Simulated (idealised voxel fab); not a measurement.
process module | voxel quadruple lines
cross-section cut | 265 nm wide | cells 5 nm
A cross-section is a grid of square cells, given in bands from the top down. A band is one or more rows of cells.
Each band's line starts with the height of the band's top and of its bottom, in nm. Then come its materials from left to right, each with its width in nm. One material with "throughout" fills the band from edge to edge. "air" is empty space.
Height 0 is the level under which the wafer as received is all one material. The lowest band goes on downwards, as in "0 down".
A width such as "30 to 40" changes by the same amount from each row of cells to the next, from the band's top row to its bottom row.
"no change" after a step means that no cell of the cross-section changed.
closed voids: empty space of 8 cells or more with no open way to the top, each as width x height at its distance from the left edge, in nm
after a step's settings: what the simulator itself notes on the step
overlay nm, on a step with a mask: how far to the right of its planned place the mask lay; to the left if negative
plan
1 op RECEIVE | material Si
2 op CONFORMAL_DEP | material SiO2 | thk nm 5
3 op DIRECTIONAL_DEP | material TiN | thk nm 10
4 op DIRECTIONAL_DEP | material polySi | thk nm 15
5 op DIRECTIONAL_DEP | material aC | thk nm 25
6 op PATTERN | tone cover | mask id MANDREL | material resist | width nm 25 | pitch nm 80 | thk nm 30 | overlay nm 0
7 op DIRECTIONAL_ETCH | etch materials aC | depth nm 25
8 op STRIP | etch materials resist
9 op CONFORMAL_DEP | material SiO2 | thk nm 15
10 op DIRECTIONAL_ETCH | etch materials SiO2 | depth nm 15
11 op STRIP | etch materials aC
12 op DIRECTIONAL_ETCH | etch materials polySi | depth nm 15
13 op STRIP | etch materials SiO2
14 op CONFORMAL_DEP | material SiCN | thk nm 5
15 op DIRECTIONAL_ETCH | etch materials SiCN | depth nm 5
16 op STRIP | etch materials polySi
17 op DIRECTIONAL_ETCH | etch materials TiN | depth nm 10
18 op STRIP | etch materials SiCN
first wafer, as planned
as received, after step 1
  0 down: Si throughout
  closed voids: none
after step 2
  5 to 0: SiO2 throughout
  below 0: unchanged
after step 3
  15 to 5: TiN throughout
  below 5: unchanged
after step 4
  30 to 15: polySi throughout
  below 15: unchanged
after step 5
  55 to 30: aC throughout
  below 30: unchanged
after step 6
  85 to 55: air 80 | resist 25 | air 55 | resist 25 | air 80
  below 55: unchanged
after step 7
  60 to 55: air 80 | resist 25 | air 55 | resist 25 | air 80
  55 to 30: air 80 | aC 25 | air 55 | aC 25 | air 80
  below 30: unchanged
after step 8
  55 to 30: air 80 | aC 25 | air 55 | aC 25 | air 80
  below 30: unchanged
after step 9
  70 to 55: air 65 | SiO2 55 | air 25 | SiO2 55 | air 65
  55 to 45: air 65 | SiO2 15 | aC 25 | SiO2 15 | air 25 | SiO2 15 | aC 25 | SiO2 15 | air 65
  45 to 30: SiO2 80 | aC 25 | SiO2 55 | aC 25 | SiO2 80
  below 30: unchanged
after step 10
  55 to 30: air 65 | SiO2 15 | aC 25 | SiO2 15 | air 25 | SiO2 15 | aC 25 | SiO2 15 | air 65
  below 30: unchanged
after step 11
  55 to 30: air 65 | SiO2 15 | air 25 | SiO2 15 | air 25 | SiO2 15 | air 25 | SiO2 15 | air 65
  below 30: unchanged
after step 12
  55 to 30: air 65 | SiO2 15 | air 25 | SiO2 15 | air 25 | SiO2 15 | air 25 | SiO2 15 | air 65
  30 to 15: air 65 | polySi 15 | air 25 | polySi 15 | air 25 | polySi 15 | air 25 | polySi 15 | air 65
  below 15: unchanged
after step 13
  30 to 15: air 65 | polySi 15 | air 25 | polySi 15 | air 25 | polySi 15 | air 25 | polySi 15 | air 65
  below 15: unchanged
after step 14
  35 to 30: air 60 | SiCN 25 | air 15 | SiCN 25 | air 15 | SiCN 25 | air 15 | SiCN 25 | air 60
  30 to 20: air 60 | SiCN 5 | polySi 15 | SiCN 5 | air 15 | SiCN 5 | polySi 15 | SiCN 5 | air 15 | SiCN 5 | polySi 15 | SiCN 5 | air 15 | SiCN 5 | polySi 15 | SiCN 5 | air 60
  20 to 15: SiCN 65 | polySi 15 | SiCN 25 | polySi 15 | SiCN 25 | polySi 15 | SiCN 25 | polySi 15 | SiCN 65
  below 15: unchanged
after step 15
  30 to 15: air 60 | SiCN 5 | polySi 15 | SiCN 5 | air 15 | SiCN 5 | polySi 15 | SiCN 5 | air 15 | SiCN 5 | polySi 15 | SiCN 5 | air 15 | SiCN 5 | polySi 15 | SiCN 5 | air 60
  below 15: unchanged
after step 16
  30 to 15: air 60 | SiCN 5 | air 15 | SiCN 5 | air 15 | SiCN 5 | air 15 | SiCN 5 | air 15 | SiCN 5 | air 15 | SiCN 5 | air 15 | SiCN 5 | air 15 | SiCN 5 | air 60
  below 15: unchanged
after step 17
  30 to 15: air 60 | SiCN 5 | air 15 | SiCN 5 | air 15 | SiCN 5 | air 15 | SiCN 5 | air 15 | SiCN 5 | air 15 | SiCN 5 | air 15 | SiCN 5 | air 15 | SiCN 5 | air 60
  15 to 5: air 60 | TiN 5 | air 15 | TiN 5 | air 15 | TiN 5 | air 15 | TiN 5 | air 15 | TiN 5 | air 15 | TiN 5 | air 15 | TiN 5 | air 15 | TiN 5 | air 60
  below 5: unchanged
after step 18
  15 to 5: air 60 | TiN 5 | air 15 | TiN 5 | air 15 | TiN 5 | air 15 | TiN 5 | air 15 | TiN 5 | air 15 | TiN 5 | air 15 | TiN 5 | air 15 | TiN 5 | air 60
  below 5: unchanged
second wafer: like start, like plan, one mistake. Through step 5 it matches the first wafer
when step 6 should have ended
  85 to 55: air 90 | resist 25 | air 55 | resist 25 | air 70
  below 55: unchanged
when step 7 should have ended
  60 to 55: air 90 | resist 25 | air 55 | resist 25 | air 70
  55 to 30: air 90 | aC 25 | air 55 | aC 25 | air 70
  below 30: unchanged
when step 8 should have ended
  55 to 30: air 90 | aC 25 | air 55 | aC 25 | air 70
  below 30: unchanged
when step 9 should have ended
  70 to 55: air 75 | SiO2 55 | air 25 | SiO2 55 | air 55
  55 to 45: air 75 | SiO2 15 | aC 25 | SiO2 15 | air 25 | SiO2 15 | aC 25 | SiO2 15 | air 55
  45 to 30: SiO2 90 | aC 25 | SiO2 55 | aC 25 | SiO2 70
  below 30: unchanged
when step 10 should have ended
  55 to 30: air 75 | SiO2 15 | aC 25 | SiO2 15 | air 25 | SiO2 15 | aC 25 | SiO2 15 | air 55
  below 30: unchanged
when step 11 should have ended
  55 to 30: air 75 | SiO2 15 | air 25 | SiO2 15 | air 25 | SiO2 15 | air 25 | SiO2 15 | air 55
  below 30: unchanged
when step 12 should have ended
  55 to 30: air 75 | SiO2 15 | air 25 | SiO2 15 | air 25 | SiO2 15 | air 25 | SiO2 15 | air 55
  30 to 15: air 75 | polySi 15 | air 25 | polySi 15 | air 25 | polySi 15 | air 25 | polySi 15 | air 55
  below 15: unchanged
when step 13 should have ended
  30 to 15: air 75 | polySi 15 | air 25 | polySi 15 | air 25 | polySi 15 | air 25 | polySi 15 | air 55
  below 15: unchanged
when step 14 should have ended
  35 to 30: air 70 | SiCN 25 | air 15 | SiCN 25 | air 15 | SiCN 25 | air 15 | SiCN 25 | air 50
  30 to 20: air 70 | SiCN 5 | polySi 15 | SiCN 5 | air 15 | SiCN 5 | polySi 15 | SiCN 5 | air 15 | SiCN 5 | polySi 15 | SiCN 5 | air 15 | SiCN 5 | polySi 15 | SiCN 5 | air 50
  20 to 15: SiCN 75 | polySi 15 | SiCN 25 | polySi 15 | SiCN 25 | polySi 15 | SiCN 25 | polySi 15 | SiCN 55
  below 15: unchanged
when step 15 should have ended
  30 to 15: air 70 | SiCN 5 | polySi 15 | SiCN 5 | air 15 | SiCN 5 | polySi 15 | SiCN 5 | air 15 | SiCN 5 | polySi 15 | SiCN 5 | air 15 | SiCN 5 | polySi 15 | SiCN 5 | air 50
  below 15: unchanged
when step 16 should have ended
  30 to 15: air 70 | SiCN 5 | air 15 | SiCN 5 | air 15 | SiCN 5 | air 15 | SiCN 5 | air 15 | SiCN 5 | air 15 | SiCN 5 | air 15 | SiCN 5 | air 15 | SiCN 5 | air 50
  below 15: unchanged
when step 17 should have ended
  30 to 15: air 70 | SiCN 5 | air 15 | SiCN 5 | air 15 | SiCN 5 | air 15 | SiCN 5 | air 15 | SiCN 5 | air 15 | SiCN 5 | air 15 | SiCN 5 | air 15 | SiCN 5 | air 50
  15 to 5: air 70 | TiN 5 | air 15 | TiN 5 | air 15 | TiN 5 | air 15 | TiN 5 | air 15 | TiN 5 | air 15 | TiN 5 | air 15 | TiN 5 | air 15 | TiN 5 | air 50
  below 5: unchanged
when step 18 should have ended
  15 to 5: air 70 | TiN 5 | air 15 | TiN 5 | air 15 | TiN 5 | air 15 | TiN 5 | air 15 | TiN 5 | air 15 | TiN 5 | air 15 | TiN 5 | air 15 | TiN 5 | air 50
  below 5: unchanged
what went wrong: step 6 ran as: op PATTERN | tone cover | mask id MANDREL | material resist | width nm 25 | pitch nm 80 | thk nm 30 | overlay nm 10
at the end the second wafer has, in cells: as many of each material as the first, in other places
